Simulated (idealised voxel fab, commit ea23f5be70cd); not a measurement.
process module | voxel plated lines
cross-section cut | 270 nm wide | cells 5 nm
A cross-section is a grid of square cells, given in bands from the top down. A band is one or more rows of cells.
Each band's line starts with the height of the band's top and of its bottom, in nm. Then come its materials from left to right, each with its width in nm. One material with "throughout" fills the band from edge to edge. "air" is empty space.
Height 0 is the level under which the wafer as received is all one material. The lowest band goes on downwards, as in "0 down".
A width such as "30 to 40" changes by the same amount from each row of cells to the next, from the band's top row to its bottom row.
"no change" after a step means that no cell of the cross-section changed.
closed voids: empty space of 8 cells or more with no open way to the top, each as width x height at its distance from the left edge, in nm
after a step's settings: what the simulator itself notes on the step
overlay nm, on a step with a mask: how far to the right of its planned place the mask lay; to the left if negative
plan
1 op RECEIVE | material Si
2 op CONFORMAL_DEP | material Al2O3 | thk nm 15
3 op DIRECTIONAL_DEP | material TiN | thk nm 5
4 op PATTERN | tone open | mask id LINES | material resist | width nm 15 | pitch nm 35 | thk nm 30 | overlay nm 0
5 op EPI | material Ru | thk nm 10
6 op EPI | material Ru | thk nm 5
7 op STRIP | etch materials resist
8 op DIRECTIONAL_ETCH | etch materials TiN | depth nm 5
9 op CONFORMAL_DEP | material SiO2 | thk nm 5
as received, after step 1
  0 down: Si throughout
  closed voids: none
a wafer at the end: this start, this plan, one mistake
  40 to 35: air 105 | SiO2 30 | air 5 | SiO2 30 | air 100
  35 to 20: air 105 | SiO2 5 | Ru 20 | SiO2 5 | air 5 | SiO2 5 | Ru 20 | SiO2 5 | air 100
  20 to 15: SiO2 110 | TiN 20 | SiO2 15 | TiN 20 | SiO2 105
  15 to 0: Al2O3 throughout
  0 down: Si throughout
  closed voids: none
what went wrong: step 4 ran as: op PATTERN | tone open | mask id LINES | material resist | width nm 20 | pitch nm 35 | thk nm 30 | overlay nm 0
